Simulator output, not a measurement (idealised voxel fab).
This is a process module. Its name is voxel wiring stack.
FYI the section here is cut, 205 nm wide, cells are 5 nm squares.
Cross-section = grid of square cells, listed top down in bands; band = one or more rows. Band: top and bottom heights (nm) first, top before bottom; then materials from left to right, widths in nm. "throughout" marks a sole material filling the band edge to edge. "empty" denotes empty space. Height is counted from the level 0, under which the received wafer is composed throughout of one material. The lowest of the bands is not closed at the bottom but continues downward, in the notation "0 nm and below". Width spec "30 to 40" -> top row of cells at first value, bottom row at second value, equal per-row change in between. Given "everything unchanged" for a step, no cell of the cross-section differs between before and after that step. "Closed cavity list": sealed empty spaces, 8 cells or more, no open way to top, listed width x height at distance, with distance from the left edge and width, height and distance in nm. Step line, after settings: the simulator's comment on this step. overlay nm: mask right of planned place by this much (step with mask). Neg. = left.

[Process steps foreseen in the plan]
- 1: RECEIVE [material Si]
- 2: CONFORMAL_DEP [material SiO2] [thk nm 10]
- 3: DIRECTIONAL_DEP [material TiN] [thk nm 5]
- 4: DIRECTIONAL_DEP [material W] [thk nm 25]
- 5: DIRECTIONAL_DEP [material aC] [thk nm 15]
- 6: PATTERN [tone cover] [mask id METAL_1] [material resist] [width nm 20] [pitch nm 40] [thk nm 35] [overlay nm 0]
- 7: DIRECTIONAL_ETCH [etch materials aC] [depth nm 15]
- 8: STRIP [etch materials resist]
- 9: DIRECTIONAL_ETCH [etch materials W] [depth nm 25]
- 10: DIRECTIONAL_ETCH [etch materials TiN] [depth nm 5]
- 11: STRIP [etch materials aC]
- 12: FILL_DEP [material SiO2] [thk nm 5]
- 13: CMP [height nm 40]
- 14: CONFORMAL_DEP [material SiCN] [thk nm 5]
- 15: DIRECTIONAL_DEP [material SiO2] [thk nm 30]
- 16: MASKED_ETCH [tone open] [mask id METAL_2_HOLES] [width nm 15] [pitch nm 40] [etch materials SiO2] [depth nm 30] [overlay nm 0]
- 17: MASKED_ETCH [tone open] [mask id METAL_2] [width nm 20] [pitch nm 40] [etch materials SiO2] [depth nm 20] [overlay nm 0]
- 18: MASKED_ETCH [tone open] [mask id METAL_2] [width nm 20] [pitch nm 40] [etch materials SiCN] [depth nm 5] [overlay nm 0]
- 19: CONFORMAL_DEP [material TiN] [thk nm 5]
- 20: FILL_DEP [material Ru] [thk nm 5]
- 21: CMP [height nm 75]
- 22: CONFORMAL_DEP [material SiCN] [thk nm 5]
- 23: DIRECTIONAL_DEP [material SiO2] [thk nm 20]
- 24: MASKED_ETCH [tone open] [mask id PLUG_2] [width nm 15] [pitch nm 80] [etch materials SiO2] [depth nm 20] [overlay nm 0]
- 25: MASKED_ETCH [tone open] [mask id PLUG_2] [width nm 15] [pitch nm 80] [etch materials SiCN] [depth nm 5] [overlay nm 0]
- 26: CONFORMAL_DEP [material TiN] [thk nm 5]
- 27: FILL_DEP [material W] [thk nm 10]
- 28: CMP [height nm 100]
- 29: CONFORMAL_DEP [material SiN] [thk nm 5]
- 30: DIRECTIONAL_DEP [material lowk] [thk nm 20]
- 31: MASKED_ETCH [tone open] [mask id METAL_3] [width nm 20] [pitch nm 40] [etch materials lowk] [depth nm 20] [overlay nm 0]
- 32: MASKED_ETCH [tone open] [mask id METAL_3] [width nm 20] [pitch nm 40] [etch materials SiN] [depth nm 5] [overlay nm 0]
- 33: CONFORMAL_DEP [material TiN] [thk nm 5]
- 34: FILL_DEP [material Cu] [thk nm 5]
- 35: CMP [height nm 125]
- 36: CONFORMAL_DEP [material SiCN] [thk nm 5]

[Cross-section, incoming material, after step 1]
* 0 nm and below  Si throughout
* Closed cavity list: none

[Final wafer profile in cross-section after the module, from the same start and plan as above, with one mistake made during processing]
* 130 nm to 125 nm  SiCN throughout
* 125 nm to 110 nm  Cu: 25  TiN: 5  lowk: 20  TiN: 5  Cu: 10  TiN: 5  lowk: 20  TiN: 5  Cu: 10  TiN: 5  lowk: 20  TiN: 5  Cu: 10  TiN: 5  lowk: 20  TiN: 5  Cu: 30
* 110 nm to 105 nm  TiN: 30  lowk: 20  TiN: 20  lowk: 20  TiN: 20  lowk: 20  TiN: 20  lowk: 20  TiN: 35
* 105 nm to 100 nm  SiN throughout
* 100 nm to 80 nm  SiO2: 30  TiN: 5  W: 5  TiN: 5  SiO2: 65  TiN: 5  W: 5  TiN: 5  SiO2: 80
* 80 nm to 75 nm  SiCN: 30  TiN: 15  SiCN: 65  TiN: 15  SiCN: 80
* 75 nm to 60 nm  SiO2: 30  TiN: 5  Ru: 10  TiN: 5  SiO2: 20  TiN: 5  Ru: 10  TiN: 5  SiO2: 20  TiN: 5  Ru: 10  TiN: 5  SiO2: 20  TiN: 5  Ru: 10  TiN: 5  SiO2: 35
* 60 nm to 55 nm  SiO2: 30  TiN: 5  Ru: 5  TiN: 10  SiO2: 20  TiN: 5  Ru: 5  TiN: 10  SiO2: 20  TiN: 5  Ru: 5  TiN: 10  SiO2: 20  TiN: 5  Ru: 5  TiN: 10  SiO2: 35
* 55 nm to 45 nm  SiO2: 30  TiN: 5  Ru: 5  TiN: 5  SiO2: 25  TiN: 5  Ru: 5  TiN: 5  SiO2: 25  TiN: 5  Ru: 5  TiN: 5  SiO2: 25  TiN: 5  Ru: 5  TiN: 5  SiO2: 40
* 45 nm to 40 nm  SiCN: 30  TiN: 15  SiCN: 25  TiN: 15  SiCN: 25  TiN: 15  SiCN: 25  TiN: 15  SiCN: 40
* 40 nm to 15 nm  SiO2: 30  W: 20  SiO2: 20  W: 20  SiO2: 20  W: 20  SiO2: 20  W: 20  SiO2: 35
* 15 nm to 10 nm  SiO2: 30  TiN: 20  SiO2: 20  TiN: 20  SiO2: 20  TiN: 20  SiO2: 20  TiN: 20  SiO2: 35
* 10 nm to 0 nm  SiO2 throughout
* 0 nm and below  Si throughout
* Closed cavity list: none
Misprocessing identified: step 31 deviated from plan and actually ran as MASKED_ETCH [tone cover] [mask id METAL_3] [width nm 20] [pitch nm 40] [etch materials lowk] [depth nm 20] [overlay nm 0]
